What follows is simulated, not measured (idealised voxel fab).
Herein follows the process module entitled voxel released beams.
The cross-section shown here is cut; it is 210 nm wide and divided into square cells measuring 5 nm on a side.
Think of the cross-section as a grid of square cells. We describe it in bands, top to bottom, and each band covers one or more rows of those cells. Per band: top height and bottom height in nm, followed by the left-to-right materials and their widths in nm; "throughout" marks a single material spanning edge to edge, "empty" marks empty space. Measure heights from 0. That's the level where, below it, the as-received wafer is all one material. The lowest band is bottomless and extends downward; write it as in "z 0 and below". So if you see something like "30..40" for the width, read it as the top row of the band sitting at the first number and the bottom row at the second, with every row in between moving by the same amount as the last. When a step is marked "nothing got changed", none of the cells in the cross-section changed during that step. Each empty space that has no open way to the top and spans at least 8 cells appears under "Trapped cavities" as width x height at distance, the distance counted from the left edge, all in nm. Note: text after step settings on the step line = simulator remark on that step. overlay nm: where the mask lay relative to plan, measured to the right, on steps with a mask; negatives go left.

So here's the lineup of process steps we planned:
1 RECEIVE, material Si
2 CONFORMAL_DEP, material Al2O3, thk nm 5
3 DIRECTIONAL_DEP, material SiO2, thk nm 15
4 DIRECTIONAL_DEP, material aC, thk nm 15
5 PATTERN, tone open, mask id ANCHOR, material resist, width nm 30, thk nm 30, overlay nm 0
6 DIRECTIONAL_ETCH, etch materials aC, depth nm 15
7 STRIP, etch materials resist
8 DIRECTIONAL_ETCH, etch materials SiO2, depth nm 15
9 STRIP, etch materials aC
10 CONFORMAL_DEP, material SiN, thk nm 10
11 MASKED_ETCH, tone cover, mask id BEAM, width nm 90, etch materials SiN, depth nm 10, overlay nm 0
12 STRIP, etch materials SiO2

The cross-section here shows the wafer as received, i.e. in its state after step 1:
z 0 and below = Si throughout
Trapped cavities: none

End-of-module cross-section. Starting structure and process plan as above; one mistake made in running it:
z 25 to 15 = empty: 55; SiN: 15; empty: 10; SiN: 65; empty: 65
z 15 to 10 = empty: 60; SiN: 10; empty: 10; SiN: 10; empty: 120
z 10 to 0 = empty: 60; SiN: 30; empty: 120
z 0 and below = Si throughout
Trapped cavities: none
Diagnosis: step 2 of the plan got skipped, so it never ran
